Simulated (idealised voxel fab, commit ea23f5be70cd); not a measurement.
Name of the process module below: voxel capacitor over wiring
Square cell edge 5 nm, section width 300 nm, ID cut.
We lay out every cross-section as a grid of square cells and spell it out in bands from the top down, where one band means one or more rows of cells.
Read a band's entry like this: the first values are the height of its top and the height of its bottom in nm, and what follows is the sequence of materials from left to right, each with its width in nm. Note that "empty" is empty space, and that a single material marked "all across" reaches across the band from edge to edge.
For the purposes of this specification, 0 denotes the height below which the wafer in its as-received condition is composed wholly of one material, and the lowermost band, lacking a lower limit, extends downward without end, as expressed in "0 down".
The notation "30 to 40" denotes a width that varies across the rows of cells in the band, beginning at the first number in the top row, finishing at the second number in the bottom row, and changing by an identical amount from each row to the next.
"no alterations made" (step): cross-section cells unchanged, all of them.
For the entry "Tabulated closed voids", the listed items are empty spaces with no open way to the top whose size is 8 cells or more; each item follows the pattern width x height at distance, where distance is from the left edge and all three are in nm.
What comes after the settings on a step's line is commentary from the simulator itself on that step.
Each step line may optionally specify "overlay nm", which for a step with a mask gives the rightward distance between the mask's planned place and where it lay, a negative value indicating the leftward direction.

Listed below are the process steps as planned:
- 1: RECEIVE, material Si
- 2: CONFORMAL_DEP, material SiO2, thk nm 10
- 3: DIRECTIONAL_DEP, material TiN, thk nm 5
- 4: DIRECTIONAL_DEP, material W, thk nm 20
- 5: DIRECTIONAL_DEP, material aC, thk nm 10
- 6: PATTERN, tone cover, mask id METAL_1, material resist, width nm 20, pitch nm 85, thk nm 30, overlay nm 0
- 7: DIRECTIONAL_ETCH, etch materials aC, depth nm 10
- 8: STRIP, etch materials resist
- 9: DIRECTIONAL_ETCH, etch materials W, depth nm 20
- 10: DIRECTIONAL_ETCH, etch materials TiN, depth nm 5
- 11: STRIP, etch materials aC
- 12: CONFORMAL_DEP, material SiN, thk nm 5
- 13: FILL_DEP, material lowk, thk nm 10
- 14: CMP, height nm 35
- 15: CONFORMAL_DEP, material SiCN, thk nm 5
- 16: DIRECTIONAL_DEP, material SiO2, thk nm 20
- 17: MASKED_ETCH, tone open, mask id PLUG_1, width nm 15, etch materials SiO2, depth nm 20, overlay nm 0
- 18: MASKED_ETCH, tone open, mask id PLUG_1, width nm 15, etch materials SiCN, depth nm 5, overlay nm 0
- 19: CONFORMAL_DEP, material TiN, thk nm 5
- 20: FILL_DEP, material Cu, thk nm 5
- 21: CMP, height nm 60
- 22: DIRECTIONAL_DEP, material TiN, thk nm 5
- 23: DIRECTIONAL_DEP, material Al2O3, thk nm 5
- 24: DIRECTIONAL_DEP, material TiN, thk nm 10
- 25: DIRECTIONAL_DEP, material aC, thk nm 15
- 26: PATTERN, tone cover, mask id UPPER_PLATE, material resist, width nm 70, thk nm 35, overlay nm 0
- 27: DIRECTIONAL_ETCH, etch materials aC, depth nm 15
- 28: STRIP, etch materials resist
- 29: DIRECTIONAL_ETCH, etch materials TiN, depth nm 10
- 30: DIRECTIONAL_ETCH, etch materials Al2O3, depth nm 5
- 31: STRIP, etch materials aC
- 32: DIRECTIONAL_DEP, material aC, thk nm 10
- 33: PATTERN, tone cover, mask id LOWER_PLATE, material resist, width nm 80, thk nm 30, overlay nm 0
- 34: DIRECTIONAL_ETCH, etch materials aC, depth nm 10
- 35: STRIP, etch materials resist
- 36: DIRECTIONAL_ETCH, etch materials TiN, depth nm 5
- 37: STRIP, etch materials aC
- 38: FILL_DEP, material SiO2, thk nm 15
- 39: CMP, height nm 90
- 40: PATTERN, tone open, mask id PLUG_2, material resist, width nm 15, thk nm 20, overlay nm -15
- 41: DIRECTIONAL_ETCH, etch materials SiO2, depth nm 10
- 42: STRIP, etch materials resist
- 43: CONFORMAL_DEP, material TiN, thk nm 5
- 44: FILL_DEP, material Ru, thk nm 5
- 45: CMP, height nm 90
- 46: CONFORMAL_DEP, material SiN, thk nm 5
Heads up: all these wafers start the same, and what changes between them is the overlay nm in step 40. The value you see in the plan is just what the first wafer got.

The first of several wafers, as received after step 1, seen in section:
- 0 down | Si all across
- Tabulated closed voids: none

First of several wafers in cross-section at module end, following the final step, step 46:
- 95 to 90 | SiN all across
- 90 to 85 | SiO2 95 nm  TiN 5 nm  Ru 5 nm  TiN 5 nm  SiO2 190 nm
- 85 to 80 | SiO2 95 nm  TiN 15 nm  SiO2 190 nm
- 80 to 70 | SiO2 100 nm  TiN 70 nm  SiO2 130 nm
- 70 to 65 | SiO2 100 nm  Al2O3 70 nm  SiO2 130 nm
- 65 to 60 | SiO2 95 nm  TiN 80 nm  SiO2 125 nm
- 60 to 40 | SiO2 100 nm  TiN 5 nm  Cu 5 nm  TiN 5 nm  SiO2 185 nm
- 40 to 35 | SiCN 100 nm  TiN 15 nm  SiCN 185 nm
- 35 to 15 | lowk 90 nm  SiN 5 nm  W 20 nm  SiN 5 nm  lowk 55 nm  SiN 5 nm  W 20 nm  SiN 5 nm  lowk 95 nm
- 15 to 10 | SiN 95 nm  TiN 20 nm  SiN 65 nm  TiN 20 nm  SiN 100 nm
- 10 to 0 | SiO2 all across
- 0 down | Si all across
- Tabulated closed voids: none

Last-wafer cross-section at the end of the module:
- 95 to 90 | SiN all across
- 90 to 85 | SiO2 125 nm  TiN 5 nm  Ru 5 nm  TiN 5 nm  SiO2 160 nm
- 85 to 80 | SiO2 125 nm  TiN 15 nm  SiO2 160 nm
- 80 to 70 | SiO2 100 nm  TiN 70 nm  SiO2 130 nm
- 70 to 65 | SiO2 100 nm  Al2O3 70 nm  SiO2 130 nm
- 65 to 60 | SiO2 95 nm  TiN 80 nm  SiO2 125 nm
- 60 to 40 | SiO2 100 nm  TiN 5 nm  Cu 5 nm  TiN 5 nm  SiO2 185 nm
- 40 to 35 | SiCN 100 nm  TiN 15 nm  SiCN 185 nm
- 35 to 15 | lowk 90 nm  SiN 5 nm  W 20 nm  SiN 5 nm  lowk 55 nm  SiN 5 nm  W 20 nm  SiN 5 nm  lowk 95 nm
- 15 to 10 | SiN 95 nm  TiN 20 nm  SiN 65 nm  TiN 20 nm  SiN 100 nm
- 10 to 0 | SiO2 all across
- 0 down | Si all across
- Tabulated closed voids: none

Basically each wafer gets a line in the table, showing it at the end of the module: material by material, the cells it gained (+) or lost (-) since we got it, then its closed voids:
overlay nm -15, +14 Al2O3, +4 Cu, +1 Ru, +57 SiCN, +128 SiN, +644 SiO2, +68 TiN, +32 W, +192 lowk, Tabulated closed voids: none
overlay nm -10, +14 Al2O3, +4 Cu, +1 Ru, +57 SiCN, +128 SiN, +644 SiO2, +68 TiN, +32 W, +192 lowk, Tabulated closed voids: none
overlay nm -5, +14 Al2O3, +4 Cu, +1 Ru, +57 SiCN, +128 SiN, +644 SiO2, +68 TiN, +32 W, +192 lowk, Tabulated closed voids: none
overlay nm 0, +14 Al2O3, +4 Cu, +1 Ru, +57 SiCN, +128 SiN, +644 SiO2, +68 TiN, +32 W, +192 lowk, Tabulated closed voids: none
overlay nm 5, +14 Al2O3, +4 Cu, +1 Ru, +57 SiCN, +128 SiN, +644 SiO2, +68 TiN, +32 W, +192 lowk, Tabulated closed voids: none
overlay nm 10, +14 Al2O3, +4 Cu, +1 Ru, +57 SiCN, +128 SiN, +644 SiO2, +68 TiN, +32 W, +192 lowk, Tabulated closed voids: none
overlay nm 15, +14 Al2O3, +4 Cu, +1 Ru, +57 SiCN, +128 SiN, +644 SiO2, +68 TiN, +32 W, +192 lowk, Tabulated closed voids: none
